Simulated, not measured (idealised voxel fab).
The following is a process module called voxel wiring stack.
We display cut, a cross-section 260 nm in width whose square cells are each 5 nm.
Heads up, the way a cross-section reads in here is a grid of square cells, handed over as bands from the top down, with every band being one or more rows of cells. Look at the band entry: it leads with the top's height and the bottom's height in nm. Then it lists the materials left to right, with a width in nm for each. The word "edge to edge" on a single material says that material fills the band edge to edge. The word "empty" is empty space. Zero point of the height axis is 0; under it, received wafer = one material. Lowest band: continues down indefinitely, "from 0 down". The notation "30->40" denotes a width that varies across the rows of cells in the band, beginning at the first number in the top row, finishing at the second number in the bottom row, and changing by an identical amount from each row to the next. Take "changes: none" at face value: in the step it is given for, the cross-section changed in none of its cells. Entry "Enclosed empty spaces" = empty spaces >= 8 cells with no open way to the top; each as width x height at distance, distance from left edge, all nm. Read whatever lies past the settings on a step's line as the simulator's own remark about the step. overlay nm: mask right of planned place by this much (step with mask). Neg. = left.
BELOW IS THE LIST OF PLANNED PROCESS STEPS
- 1: RECEIVE, material Si
- 2: CONFORMAL_DEP, material SiO2, thk nm 15
- 3: CONFORMAL_DEP, material SiN, thk nm 5
- 4: DIRECTIONAL_DEP, material SiO2, thk nm 15
- 5: PATTERN, tone open, mask id METAL_1, material resist, width nm 30, pitch nm 60, thk nm 15, overlay nm 0
- 6: DIRECTIONAL_ETCH, etch materials SiO2, depth nm 15
- 7: DIRECTIONAL_ETCH, etch materials SiN, depth nm 5
- 8: STRIP, etch materials resist
- 9: CONFORMAL_DEP, material TiN, thk nm 5
- 10: FILL_DEP, material W, thk nm 5
- 11: CMP, height nm 35
- 12: EPI, material Ru, thk nm 5
- 13: FILL_DEP, material SiCN, thk nm 5
- 14: DIRECTIONAL_DEP, material lowk, thk nm 30
- 15: DIRECTIONAL_DEP, material aC, thk nm 10
- 16: PATTERN, tone open, mask id METAL_2, material resist, width nm 30, pitch nm 60, thk nm 25, overlay nm 0
- 17: DIRECTIONAL_ETCH, etch materials aC, depth nm 10
- 18: STRIP, etch materials resist
- 19: DIRECTIONAL_ETCH, etch materials lowk, depth nm 20
- 20: STRIP, etch materials aC
- 21: DIRECTIONAL_DEP, material aC, thk nm 15
- 22: PATTERN, tone open, mask id METAL_2_HOLES, material resist, width nm 15, pitch nm 120, thk nm 30, overlay nm 0
- 23: DIRECTIONAL_ETCH, etch materials aC, depth nm 15
- 24: STRIP, etch materials resist
- 25: DIRECTIONAL_ETCH, etch materials lowk, depth nm 10
- 26: DIRECTIONAL_ETCH, etch materials SiCN, depth nm 5
- 27: STRIP, etch materials aC
- 28: CONFORMAL_DEP, material TiN, thk nm 5
- 29: FILL_DEP, material Cu, thk nm 5
- 30: CMP, height nm 75
- 31: CONFORMAL_DEP, material SiCN, thk nm 5
- 32: DIRECTIONAL_DEP, material lowk, thk nm 15
- 33: MASKED_ETCH, tone open, mask id PLUG_2, width nm 15, pitch nm 120, etch materials lowk, depth nm 15, overlay nm 0
- 34: MASKED_ETCH, tone open, mask id PLUG_2, width nm 15, pitch nm 120, etch materials SiCN, depth nm 5, overlay nm 0
- 35: EPI, material Ru, thk nm 10
- 36: EPI, material Ru, thk nm 10
- 37: DIRECTIONAL_DEP, material TiN, thk nm 5
- 38: DIRECTIONAL_DEP, material Ru, thk nm 25
- 39: MASKED_ETCH, tone cover, mask id METAL_3, width nm 30, pitch nm 60, etch materials Ru, depth nm 25, overlay nm 0
- 40: MASKED_ETCH, tone cover, mask id METAL_3, width nm 30, pitch nm 60, etch materials TiN, depth nm 5, overlay nm 0
- 41: CONFORMAL_DEP, material SiN, thk nm 5
- 42: FILL_DEP, material SiO2, thk nm 5
- 43: CMP, height nm 125
- 44: CONFORMAL_DEP, material SiN, thk nm 5
THE FIRST OF A SET OF TWO WAFERS, RUN TO PLAN
STEP 1 COMPLETE: CROSS-SECTION OF THE WAFER AS RECEIVED
from 0 down: Si edge to edge
Enclosed empty spaces: none
TAKE A LOOK AT THE WAFER'S CROSS-SECTION AFTER STEP 2
from 15 to 0: SiO2 edge to edge
Below 0, the layers are the same as they were.
TAKE A LOOK AT THE WAFER'S CROSS-SECTION AFTER STEP 3
from 20 to 15: SiN edge to edge
Below 15, the layers are the same as they were.
TAKE A LOOK AT THE WAFER'S CROSS-SECTION AFTER STEP 4
from 35 to 20: SiO2 edge to edge
Below 20, the layers are the same as they were.
TAKE A LOOK AT THE WAFER'S CROSS-SECTION AFTER STEP 5
from 50 to 35: resist 55  empty 30  resist 30  empty 30  resist 30  empty 30  resist 55
Below 35, the layers are the same as they were.
TAKE A LOOK AT THE WAFER'S CROSS-SECTION AFTER STEP 6
from 50 to 35: resist 55  empty 30  resist 30  empty 30  resist 30  empty 30  resist 55
from 35 to 20: SiO2 55  empty 30  SiO2 30  empty 30  SiO2 30  empty 30  SiO2 55
Below 20, the layers are the same as they were.
TAKE A LOOK AT THE WAFER'S CROSS-SECTION AFTER STEP 7
from 50 to 35: resist 55  empty 30  resist 30  empty 30  resist 30  empty 30  resist 55
from 35 to 20: SiO2 55  empty 30  SiO2 30  empty 30  SiO2 30  empty 30  SiO2 55
from 20 to 15: SiN 55  empty 30  SiN 30  empty 30  SiN 30  empty 30  SiN 55
Below 15, the layers are the same as they were.
TAKE A LOOK AT THE WAFER'S CROSS-SECTION AFTER STEP 8
from 35 to 20: SiO2 55  empty 30  SiO2 30  empty 30  SiO2 30  empty 30  SiO2 55
Below 20, the layers are the same as they were.
TAKE A LOOK AT THE WAFER'S CROSS-SECTION AFTER STEP 9
from 40 to 35: TiN 60  empty 20  TiN 40  empty 20  TiN 40  empty 20  TiN 60
from 35 to 20: SiO2 55  TiN 5  empty 20  TiN 5  SiO2 30  TiN 5  empty 20  TiN 5  SiO2 30  TiN 5  empty 20  TiN 5  SiO2 55
from 20 to 15: SiN 55  TiN 30  SiN 30  TiN 30  SiN 30  TiN 30  SiN 55
Below 15, the layers are the same as they were.
TAKE A LOOK AT THE WAFER'S CROSS-SECTION AFTER STEP 10
from 45 to 40: W edge to edge
from 40 to 35: TiN 60  W 20  TiN 40  W 20  TiN 40  W 20  TiN 60
from 35 to 20: SiO2 55  TiN 5  W 20  TiN 5  SiO2 30  TiN 5  W 20  TiN 5  SiO2 30  TiN 5  W 20  TiN 5  SiO2 55
Below 20, the layers are the same as they were.
TAKE A LOOK AT THE WAFER'S CROSS-SECTION AFTER STEP 11
from 35 to 20: SiO2 55  TiN 5  W 20  TiN 5  SiO2 30  TiN 5  W 20  TiN 5  SiO2 30  TiN 5  W 20  TiN 5  SiO2 55
Below 20, the layers are the same as they were.
TAKE A LOOK AT THE WAFER'S CROSS-SECTION AFTER STEP 12
from 40 to 35: empty 50  Ru 40  empty 20  Ru 40  empty 20  Ru 40  empty 50
Below 35, the layers are the same as they were.
TAKE A LOOK AT THE WAFER'S CROSS-SECTION AFTER STEP 13
from 45 to 40: SiCN edge to edge
from 40 to 35: SiCN 50  Ru 40  SiCN 20  Ru 40  SiCN 20  Ru 40  SiCN 50
Below 35, the layers are the same as they were.
TAKE A LOOK AT THE WAFER'S CROSS-SECTION AFTER STEP 14
from 75 to 45: lowk edge to edge
Below 45, the layers are the same as they were.
TAKE A LOOK AT THE WAFER'S CROSS-SECTION AFTER STEP 15
from 85 to 75: aC edge to edge
Below 75, the layers are the same as they were.
TAKE A LOOK AT THE WAFER'S CROSS-SECTION AFTER STEP 16
from 110 to 85: resist 55  empty 30  resist 30  empty 30  resist 30  empty 30  resist 55
Below 85, the layers are the same as they were.
TAKE A LOOK AT THE WAFER'S CROSS-SECTION AFTER STEP 17
from 100 to 85: resist 55  empty 30  resist 30  empty 30  resist 30  empty 30  resist 55
from 85 to 75: aC 55  empty 30  aC 30  empty 30  aC 30  empty 30  aC 55
Below 75, the layers are the same as they were.
TAKE A LOOK AT THE WAFER'S CROSS-SECTION AFTER STEP 18
from 85 to 75: aC 55  empty 30  aC 30  empty 30  aC 30  empty 30  aC 55
Below 75, the layers are the same as they were.
TAKE A LOOK AT THE WAFER'S CROSS-SECTION AFTER STEP 19
from 85 to 75: aC 55  empty 30  aC 30  empty 30  aC 30  empty 30  aC 55
from 75 to 55: lowk 55  empty 30  lowk 30  empty 30  lowk 30  empty 30  lowk 55
Below 55, the layers are the same as they were.
TAKE A LOOK AT THE WAFER'S CROSS-SECTION AFTER STEP 20
from 75 to 55: lowk 55  empty 30  lowk 30  empty 30  lowk 30  empty 30  lowk 55
Below 55, the layers are the same as they were.
TAKE A LOOK AT THE WAFER'S CROSS-SECTION AFTER STEP 21
from 90 to 75: aC 55  empty 30  aC 30  empty 30  aC 30  empty 30  aC 55
from 75 to 70: lowk 55  empty 30  lowk 30  empty 30  lowk 30  empty 30  lowk 55
from 70 to 55: lowk 55  aC 30  lowk 30  aC 30  lowk 30  aC 30  lowk 55
Below 55, the layers are the same as they were.
TAKE A LOOK AT THE WAFER'S CROSS-SECTION AFTER STEP 22
from 120 to 90: resist 55  empty 15  resist 105  empty 15  resist 70
from 90 to 75: aC 55  empty 15  resist 15  aC 30  resist 30  aC 30  empty 15  resist 15  aC 55
from 75 to 70: lowk 55  empty 15  resist 15  lowk 30  resist 30  lowk 30  empty 15  resist 15  lowk 55
Below 70, the layers are the same as they were.
TAKE A LOOK AT THE WAFER'S CROSS-SECTION AFTER STEP 23
from 105 to 90: resist 55  empty 15  resist 105  empty 15  resist 70
from 90 to 75: aC 55  empty 15  resist 15  aC 30  resist 30  aC 30  empty 15  resist 15  aC 55
from 75 to 70: lowk 55  empty 15  resist 15  lowk 30  resist 30  lowk 30  empty 15  resist 15  lowk 55
from 70 to 55: lowk 55  empty 15  aC 15  lowk 30  aC 30  lowk 30  empty 15  aC 15  lowk 55
Below 55, the layers are the same as they were.
TAKE A LOOK AT THE WAFER'S CROSS-SECTION AFTER STEP 24
from 90 to 75: aC 55  empty 30  aC 30  empty 30  aC 30  empty 30  aC 55
from 75 to 70: lowk 55  empty 30  lowk 30  empty 30  lowk 30  empty 30  lowk 55
Below 70, the layers are the same as they were.
TAKE A LOOK AT THE WAFER'S CROSS-SECTION AFTER STEP 25
from 90 to 75: aC 55  empty 30  aC 30  empty 30  aC 30  empty 30  aC 55
from 75 to 70: lowk 55  empty 30  lowk 30  empty 30  lowk 30  empty 30  lowk 55
from 70 to 55: lowk 55  empty 15  aC 15  lowk 30  aC 30  lowk 30  empty 15  aC 15  lowk 55
from 55 to 45: lowk 55  empty 15  lowk 105  empty 15  lowk 70
Below 45, the layers are the same as they were.
TAKE A LOOK AT THE WAFER'S CROSS-SECTION AFTER STEP 26
from 90 to 75: aC 55  empty 30  aC 30  empty 30  aC 30  empty 30  aC 55
from 75 to 70: lowk 55  empty 30  lowk 30  empty 30  lowk 30  empty 30  lowk 55
from 70 to 55: lowk 55  empty 15  aC 15  lowk 30  aC 30  lowk 30  empty 15  aC 15  lowk 55
from 55 to 45: lowk 55  empty 15  lowk 105  empty 15  lowk 70
from 45 to 40: SiCN 55  empty 15  SiCN 105  empty 15  SiCN 70
Below 40, the layers are the same as they were.
TAKE A LOOK AT THE WAFER'S CROSS-SECTION AFTER STEP 27
from 75 to 55: lowk 55  empty 30  lowk 30  empty 30  lowk 30  empty 30  lowk 55
Below 55, the layers are the same as they were.
TAKE A LOOK AT THE WAFER'S CROSS-SECTION AFTER STEP 28
from 80 to 75: TiN 60  empty 20  TiN 40  empty 20  TiN 40  empty 20  TiN 60
from 75 to 60: lowk 55  TiN 5  empty 20  TiN 5  lowk 30  TiN 5  empty 20  TiN 5  lowk 30  TiN 5  empty 20  TiN 5  lowk 55
from 60 to 55: lowk 55  TiN 5  empty 5  TiN 20  lowk 30  TiN 30  lowk 30  TiN 5  empty 5  TiN 20  lowk 55
from 55 to 45: lowk 55  TiN 5  empty 5  TiN 5  lowk 105  TiN 5  empty 5  TiN 5  lowk 70
from 45 to 40: SiCN 55  TiN 15  SiCN 105  TiN 15  SiCN 70
Below 40, the layers are the same as they were.
TAKE A LOOK AT THE WAFER'S CROSS-SECTION AFTER STEP 29
from 85 to 80: Cu edge to edge
from 80 to 75: TiN 60  Cu 20  TiN 40  Cu 20  TiN 40  Cu 20  TiN 60
from 75 to 60: lowk 55  TiN 5  Cu 20  TiN 5  lowk 30  TiN 5  Cu 20  TiN 5  lowk 30  TiN 5  Cu 20  TiN 5  lowk 55
from 60 to 55: lowk 55  TiN 5  Cu 5  TiN 20  lowk 30  TiN 30  lowk 30  TiN 5  Cu 5  TiN 20  lowk 55
from 55 to 45: lowk 55  TiN 5  Cu 5  TiN 5  lowk 105  TiN 5  Cu 5  TiN 5  lowk 70
Below 45, the layers are the same as they were.
TAKE A LOOK AT THE WAFER'S CROSS-SECTION AFTER STEP 30
from 75 to 60: lowk 55  TiN 5  Cu 20  TiN 5  lowk 30  TiN 5  Cu 20  TiN 5  lowk 30  TiN 5  Cu 20  TiN 5  lowk 55
Below 60, the layers are the same as they were.
TAKE A LOOK AT THE WAFER'S CROSS-SECTION AFTER STEP 31
from 80 to 75: SiCN edge to edge
Below 75, the layers are the same as they were.
TAKE A LOOK AT THE WAFER'S CROSS-SECTION AFTER STEP 32
from 95 to 80: lowk edge to edge
Below 80, the layers are the same as they were.
TAKE A LOOK AT THE WAFER'S CROSS-SECTION AFTER STEP 33
from 95 to 80: lowk 55  empty 15  lowk 105  empty 15  lowk 70
Below 80, the layers are the same as they were.
TAKE A LOOK AT THE WAFER'S CROSS-SECTION AFTER STEP 34
from 95 to 80: lowk 55  empty 15  lowk 105  empty 15  lowk 70
from 80 to 75: SiCN 55  empty 15  SiCN 105  empty 15  SiCN 70
Below 75, the layers are the same as they were.
TAKE A LOOK AT THE WAFER'S CROSS-SECTION AFTER STEP 35
from 95 to 85: lowk 55  empty 15  lowk 105  empty 15  lowk 70
from 85 to 80: lowk 55  Ru 15  lowk 105  Ru 15  lowk 70
from 80 to 75: SiCN 55  Ru 15  SiCN 105  Ru 15  SiCN 70
Below 75, the layers are the same as they were.
TAKE A LOOK AT THE WAFER'S CROSS-SECTION AFTER STEP 36
from 95 to 80: lowk 55  Ru 15  lowk 105  Ru 15  lowk 70
Below 80, the layers are the same as they were.
TAKE A LOOK AT THE WAFER'S CROSS-SECTION AFTER STEP 37
from 100 to 95: TiN edge to edge
Below 95, the layers are the same as they were.
TAKE A LOOK AT THE WAFER'S CROSS-SECTION AFTER STEP 38
from 125 to 100: Ru edge to edge
Below 100, the layers are the same as they were.
TAKE A LOOK AT THE WAFER'S CROSS-SECTION AFTER STEP 39
from 125 to 100: empty 55  Ru 30  empty 30  Ru 30  empty 30  Ru 30  empty 55
Below 100, the layers are the same as they were.
TAKE A LOOK AT THE WAFER'S CROSS-SECTION AFTER STEP 40
from 125 to 100: empty 55  Ru 30  empty 30  Ru 30  empty 30  Ru 30  empty 55
from 100 to 95: empty 55  TiN 30  empty 30  TiN 30  empty 30  TiN 30  empty 55
Below 95, the layers are the same as they were.
TAKE A LOOK AT THE WAFER'S CROSS-SECTION AFTER STEP 41
from 130 to 125: empty 50  SiN 40  empty 20  SiN 40  empty 20  SiN 40  empty 50
from 125 to 100: empty 50  SiN 5  Ru 30  SiN 5  empty 20  SiN 5  Ru 30  SiN 5  empty 20  SiN 5  Ru 30  SiN 5  empty 50
from 100 to 95: SiN 55  TiN 30  SiN 30  TiN 30  SiN 30  TiN 30  SiN 55
Below 95, the layers are the same as they were.
TAKE A LOOK AT THE WAFER'S CROSS-SECTION AFTER STEP 42
from 135 to 130: SiO2 edge to edge
from 130 to 125: SiO2 50  SiN 40  SiO2 20  SiN 40  SiO2 20  SiN 40  SiO2 50
from 125 to 100: SiO2 50  SiN 5  Ru 30  SiN 5  SiO2 20  SiN 5  Ru 30  SiN 5  SiO2 20  SiN 5  Ru 30  SiN 5  SiO2 50
Below 100, the layers are the same as they were.
TAKE A LOOK AT THE WAFER'S CROSS-SECTION AFTER STEP 43
from 125 to 100: SiO2 50  SiN 5  Ru 30  SiN 5  SiO2 20  SiN 5  Ru 30  SiN 5  SiO2 20  SiN 5  Ru 30  SiN 5  SiO2 50
Below 100, the layers are the same as they were.
TAKE A LOOK AT THE WAFER'S CROSS-SECTION AFTER STEP 44
from 130 to 125: SiN edge to edge
Below 125, the layers are the same as they were.
IT IS TO BE NOTED THAT THE SECOND WAFER PROCEEDED FROM THE SAME INITIAL STATE AND ACCORDING TO THE SAME PLAN AS THE FIRST, ALTHOUGH ONE MISTAKE WAS COMMITTED IN ITS EXECUTION; THROUGH STEP 2, INCLUSIVE, THE TWO WAFERS SHARE AN IDENTICAL HISTORY
CROSS-SECTION, SECOND WAFER, AT THE END TIME THE PLAN GIVES FOR STEP 3
from 30 to 15: SiN edge to edge
Below 15, the layers are the same as they were.
CROSS-SECTION, SECOND WAFER, AT THE END TIME THE PLAN GIVES FOR STEP 4
from 45 to 30: SiO2 edge to edge
Below 30, the layers are the same as they were.
CROSS-SECTION, SECOND WAFER, AT THE END TIME THE PLAN GIVES FOR STEP 5
from 60 to 45: resist 55  empty 30  resist 30  empty 30  resist 30  empty 30  resist 55
Below 45, the layers are the same as they were.
CROSS-SECTION, SECOND WAFER, AT THE END TIME THE PLAN GIVES FOR STEP 6
from 60 to 45: resist 55  empty 30  resist 30  empty 30  resist 30  empty 30  resist 55
from 45 to 30: SiO2 55  empty 30  SiO2 30  empty 30  SiO2 30  empty 30  SiO2 55
Below 30, the layers are the same as they were.
CROSS-SECTION, SECOND WAFER, AT THE END TIME THE PLAN GIVES FOR STEP 7
from 60 to 45: resist 55  empty 30  resist 30  empty 30  resist 30  empty 30  resist 55
from 45 to 30: SiO2 55  empty 30  SiO2 30  empty 30  SiO2 30  empty 30  SiO2 55
from 30 to 25: SiN 55  empty 30  SiN 30  empty 30  SiN 30  empty 30  SiN 55
Below 25, the layers are the same as they were.
CROSS-SECTION, SECOND WAFER, AT THE END TIME THE PLAN GIVES FOR STEP 8
from 45 to 30: SiO2 55  empty 30  SiO2 30  empty 30  SiO2 30  empty 30  SiO2 55
Below 30, the layers are the same as they were.
CROSS-SECTION, SECOND WAFER, AT THE END TIME THE PLAN GIVES FOR STEP 9
from 50 to 45: TiN 60  empty 20  TiN 40  empty 20  TiN 40  empty 20  TiN 60
from 45 to 30: SiO2 55  TiN 5  empty 20  TiN 5  SiO2 30  TiN 5  empty 20  TiN 5  SiO2 30  TiN 5  empty 20  TiN 5  SiO2 55
from 30 to 25: SiN 55  TiN 30  SiN 30  TiN 30  SiN 30  TiN 30  SiN 55
Below 25, the layers are the same as they were.
CROSS-SECTION, SECOND WAFER, AT THE END TIME THE PLAN GIVES FOR STEP 10
from 55 to 50: W edge to edge
from 50 to 45: TiN 60  W 20  TiN 40  W 20  TiN 40  W 20  TiN 60
from 45 to 30: SiO2 55  TiN 5  W 20  TiN 5  SiO2 30  TiN 5  W 20  TiN 5  SiO2 30  TiN 5  W 20  TiN 5  SiO2 55
Below 30, the layers are the same as they were.
CROSS-SECTION, SECOND WAFER, AT THE END TIME THE PLAN GIVES FOR STEP 11
from 35 to 30: SiO2 55  TiN 5  W 20  TiN 5  SiO2 30  TiN 5  W 20  TiN 5  SiO2 30  TiN 5  W 20  TiN 5  SiO2 55
Below 30, the layers are the same as they were.
CROSS-SECTION, SECOND WAFER, AT THE END TIME THE PLAN GIVES FOR STEP 12
from 40 to 35: empty 50  Ru 40  empty 20  Ru 40  empty 20  Ru 40  empty 50
Below 35, the layers are the same as they were.
CROSS-SECTION, SECOND WAFER, AT THE END TIME THE PLAN GIVES FOR STEP 13
from 45 to 40: SiCN edge to edge
from 40 to 35: SiCN 50  Ru 40  SiCN 20  Ru 40  SiCN 20  Ru 40  SiCN 50
Below 35, the layers are the same as they were.
CROSS-SECTION, SECOND WAFER, AT THE END TIME THE PLAN GIVES FOR STEP 14
from 75 to 45: lowk edge to edge
Below 45, the layers are the same as they were.
CROSS-SECTION, SECOND WAFER, AT THE END TIME THE PLAN GIVES FOR STEP 15
from 85 to 75: aC edge to edge
Below 75, the layers are the same as they were.
CROSS-SECTION, SECOND WAFER, AT THE END TIME THE PLAN GIVES FOR STEP 16
from 110 to 85: resist 55  empty 30  resist 30  empty 30  resist 30  empty 30  resist 55
Below 85, the layers are the same as they were.
CROSS-SECTION, SECOND WAFER, AT THE END TIME THE PLAN GIVES FOR STEP 17
from 100 to 85: resist 55  empty 30  resist 30  empty 30  resist 30  empty 30  resist 55
from 85 to 75: aC 55  empty 30  aC 30  empty 30  aC 30  empty 30  aC 55
Below 75, the layers are the same as they were.
CROSS-SECTION, SECOND WAFER, AT THE END TIME THE PLAN GIVES FOR STEP 18
from 85 to 75: aC 55  empty 30  aC 30  empty 30  aC 30  empty 30  aC 55
Below 75, the layers are the same as they were.
CROSS-SECTION, SECOND WAFER, AT THE END TIME THE PLAN GIVES FOR STEP 19
from 85 to 75: aC 55  empty 30  aC 30  empty 30  aC 30  empty 30  aC 55
from 75 to 55: lowk 55  empty 30  lowk 30  empty 30  lowk 30  empty 30  lowk 55
Below 55, the layers are the same as they were.
CROSS-SECTION, SECOND WAFER, AT THE END TIME THE PLAN GIVES FOR STEP 20
from 75 to 55: lowk 55  empty 30  lowk 30  empty 30  lowk 30  empty 30  lowk 55
Below 55, the layers are the same as they were.
CROSS-SECTION, SECOND WAFER, AT THE END TIME THE PLAN GIVES FOR STEP 21
from 90 to 75: aC 55  empty 30  aC 30  empty 30  aC 30  empty 30  aC 55
from 75 to 70: lowk 55  empty 30  lowk 30  empty 30  lowk 30  empty 30  lowk 55
from 70 to 55: lowk 55  aC 30  lowk 30  aC 30  lowk 30  aC 30  lowk 55
Below 55, the layers are the same as they were.
CROSS-SECTION, SECOND WAFER, AT THE END TIME THE PLAN GIVES FOR STEP 22
from 120 to 90: resist 55  empty 15  resist 105  empty 15  resist 70
from 90 to 75: aC 55  empty 15  resist 15  aC 30  resist 30  aC 30  empty 15  resist 15  aC 55
from 75 to 70: lowk 55  empty 15  resist 15  lowk 30  resist 30  lowk 30  empty 15  resist 15  lowk 55
Below 70, the layers are the same as they were.
CROSS-SECTION, SECOND WAFER, AT THE END TIME THE PLAN GIVES FOR STEP 23
from 105 to 90: resist 55  empty 15  resist 105  empty 15  resist 70
from 90 to 75: aC 55  empty 15  resist 15  aC 30  resist 30  aC 30  empty 15  resist 15  aC 55
from 75 to 70: lowk 55  empty 15  resist 15  lowk 30  resist 30  lowk 30  empty 15  resist 15  lowk 55
from 70 to 55: lowk 55  empty 15  aC 15  lowk 30  aC 30  lowk 30  empty 15  aC 15  lowk 55
Below 55, the layers are the same as they were.
CROSS-SECTION, SECOND WAFER, AT THE END TIME THE PLAN GIVES FOR STEP 24
from 90 to 75: aC 55  empty 30  aC 30  empty 30  aC 30  empty 30  aC 55
from 75 to 70: lowk 55  empty 30  lowk 30  empty 30  lowk 30  empty 30  lowk 55
Below 70, the layers are the same as they were.
CROSS-SECTION, SECOND WAFER, AT THE END TIME THE PLAN GIVES FOR STEP 25
from 90 to 75: aC 55  empty 30  aC 30  empty 30  aC 30  empty 30  aC 55
from 75 to 70: lowk 55  empty 30  lowk 30  empty 30  lowk 30  empty 30  lowk 55
from 70 to 55: lowk 55  empty 15  aC 15  lowk 30  aC 30  lowk 30  empty 15  aC 15  lowk 55
from 55 to 45: lowk 55  empty 15  lowk 105  empty 15  lowk 70
Below 45, the layers are the same as they were.
CROSS-SECTION, SECOND WAFER, AT THE END TIME THE PLAN GIVES FOR STEP 26
from 90 to 75: aC 55  empty 30  aC 30  empty 30  aC 30  empty 30  aC 55
from 75 to 70: lowk 55  empty 30  lowk 30  empty 30  lowk 30  empty 30  lowk 55
from 70 to 55: lowk 55  empty 15  aC 15  lowk 30  aC 30  lowk 30  empty 15  aC 15  lowk 55
from 55 to 45: lowk 55  empty 15  lowk 105  empty 15  lowk 70
from 45 to 40: SiCN 55  empty 15  SiCN 105  empty 15  SiCN 70
Below 40, the layers are the same as they were.
CROSS-SECTION, SECOND WAFER, AT THE END TIME THE PLAN GIVES FOR STEP 27
from 75 to 55: lowk 55  empty 30  lowk 30  empty 30  lowk 30  empty 30  lowk 55
Below 55, the layers are the same as they were.
CROSS-SECTION, SECOND WAFER, AT THE END TIME THE PLAN GIVES FOR STEP 28
from 80 to 75: TiN 60  empty 20  TiN 40  empty 20  TiN 40  empty 20  TiN 60
from 75 to 60: lowk 55  TiN 5  empty 20  TiN 5  lowk 30  TiN 5  empty 20  TiN 5  lowk 30  TiN 5  empty 20  TiN 5  lowk 55
from 60 to 55: lowk 55  TiN 5  empty 5  TiN 20  lowk 30  TiN 30  lowk 30  TiN 5  empty 5  TiN 20  lowk 55
from 55 to 45: lowk 55  TiN 5  empty 5  TiN 5  lowk 105  TiN 5  empty 5  TiN 5  lowk 70
from 45 to 40: SiCN 55  TiN 15  SiCN 105  TiN 15  SiCN 70
Below 40, the layers are the same as they were.
CROSS-SECTION, SECOND WAFER, AT THE END TIME THE PLAN GIVES FOR STEP 29
from 85 to 80: Cu edge to edge
from 80 to 75: TiN 60  Cu 20  TiN 40  Cu 20  TiN 40  Cu 20  TiN 60
from 75 to 60: lowk 55  TiN 5  Cu 20  TiN 5  lowk 30  TiN 5  Cu 20  TiN 5  lowk 30  TiN 5  Cu 20  TiN 5  lowk 55
from 60 to 55: lowk 55  TiN 5  Cu 5  TiN 20  lowk 30  TiN 30  lowk 30  TiN 5  Cu 5  TiN 20  lowk 55
from 55 to 45: lowk 55  TiN 5  Cu 5  TiN 5  lowk 105  TiN 5  Cu 5  TiN 5  lowk 70
Below 45, the layers are the same as they were.
CROSS-SECTION, SECOND WAFER, AT THE END TIME THE PLAN GIVES FOR STEP 30
from 75 to 60: lowk 55  TiN 5  Cu 20  TiN 5  lowk 30  TiN 5  Cu 20  TiN 5  lowk 30  TiN 5  Cu 20  TiN 5  lowk 55
Below 60, the layers are the same as they were.
CROSS-SECTION, SECOND WAFER, AT THE END TIME THE PLAN GIVES FOR STEP 31
from 80 to 75: SiCN edge to edge
Below 75, the layers are the same as they were.
CROSS-SECTION, SECOND WAFER, AT THE END TIME THE PLAN GIVES FOR STEP 32
from 95 to 80: lowk edge to edge
Below 80, the layers are the same as they were.
CROSS-SECTION, SECOND WAFER, AT THE END TIME THE PLAN GIVES FOR STEP 33
from 95 to 80: lowk 55  empty 15  lowk 105  empty 15  lowk 70
Below 80, the layers are the same as they were.
CROSS-SECTION, SECOND WAFER, AT THE END TIME THE PLAN GIVES FOR STEP 34
from 95 to 80: lowk 55  empty 15  lowk 105  empty 15  lowk 70
from 80 to 75: SiCN 55  empty 15  SiCN 105  empty 15  SiCN 70
Below 75, the layers are the same as they were.
CROSS-SECTION, SECOND WAFER, AT THE END TIME THE PLAN GIVES FOR STEP 35
from 95 to 85: lowk 55  empty 15  lowk 105  empty 15  lowk 70
from 85 to 80: lowk 55  Ru 15  lowk 105  Ru 15  lowk 70
from 80 to 75: SiCN 55  Ru 15  SiCN 105  Ru 15  SiCN 70
Below 75, the layers are the same as they were.
CROSS-SECTION, SECOND WAFER, AT THE END TIME THE PLAN GIVES FOR STEP 36
from 95 to 80: lowk 55  Ru 15  lowk 105  Ru 15  lowk 70
Below 80, the layers are the same as they were.
CROSS-SECTION, SECOND WAFER, AT THE END TIME THE PLAN GIVES FOR STEP 37
from 100 to 95: TiN edge to edge
Below 95, the layers are the same as they were.
CROSS-SECTION, SECOND WAFER, AT THE END TIME THE PLAN GIVES FOR STEP 38
from 125 to 100: Ru edge to edge
Below 100, the layers are the same as they were.
CROSS-SECTION, SECOND WAFER, AT THE END TIME THE PLAN GIVES FOR STEP 39
from 125 to 100: empty 55  Ru 30  empty 30  Ru 30  empty 30  Ru 30  empty 55
Below 100, the layers are the same as they were.
CROSS-SECTION, SECOND WAFER, AT THE END TIME THE PLAN GIVES FOR STEP 40
from 125 to 100: empty 55  Ru 30  empty 30  Ru 30  empty 30  Ru 30  empty 55
from 100 to 95: empty 55  TiN 30  empty 30  TiN 30  empty 30  TiN 30  empty 55
Below 95, the layers are the same as they were.
CROSS-SECTION, SECOND WAFER, AT THE END TIME THE PLAN GIVES FOR STEP 41
from 130 to 125: empty 50  SiN 40  empty 20  SiN 40  empty 20  SiN 40  empty 50
from 125 to 100: empty 50  SiN 5  Ru 30  SiN 5  empty 20  SiN 5  Ru 30  SiN 5  empty 20  SiN 5  Ru 30  SiN 5  empty 50
from 100 to 95: SiN 55  TiN 30  SiN 30  TiN 30  SiN 30  TiN 30  SiN 55
Below 95, the layers are the same as they were.
CROSS-SECTION, SECOND WAFER, AT THE END TIME THE PLAN GIVES FOR STEP 42
from 135 to 130: SiO2 edge to edge
from 130 to 125: SiO2 50  SiN 40  SiO2 20  SiN 40  SiO2 20  SiN 40  SiO2 50
from 125 to 100: SiO2 50  SiN 5  Ru 30  SiN 5  SiO2 20  SiN 5  Ru 30  SiN 5  SiO2 20  SiN 5  Ru 30  SiN 5  SiO2 50
Below 100, the layers are the same as they were.
CROSS-SECTION, SECOND WAFER, AT THE END TIME THE PLAN GIVES FOR STEP 43
from 125 to 100: SiO2 50  SiN 5  Ru 30  SiN 5  SiO2 20  SiN 5  Ru 30  SiN 5  SiO2 20  SiN 5  Ru 30  SiN 5  SiO2 50
Below 100, the layers are the same as they were.
CROSS-SECTION, SECOND WAFER, AT THE END TIME THE PLAN GIVES FOR STEP 44
from 130 to 125: SiN edge to edge
Below 125, the layers are the same as they were.
Finding, execution versus plan: step 3 ran with different settings than intended, the actual operation and settings being CONFORMAL_DEP, material SiN, thk nm 15
Upon completion, the second wafer contains, in terms of cells, a greater or smaller amount of certain materials than the first wafer: 104 more of SiN, 68 fewer of SiO2, 12 fewer of TiN, 24 fewer of W
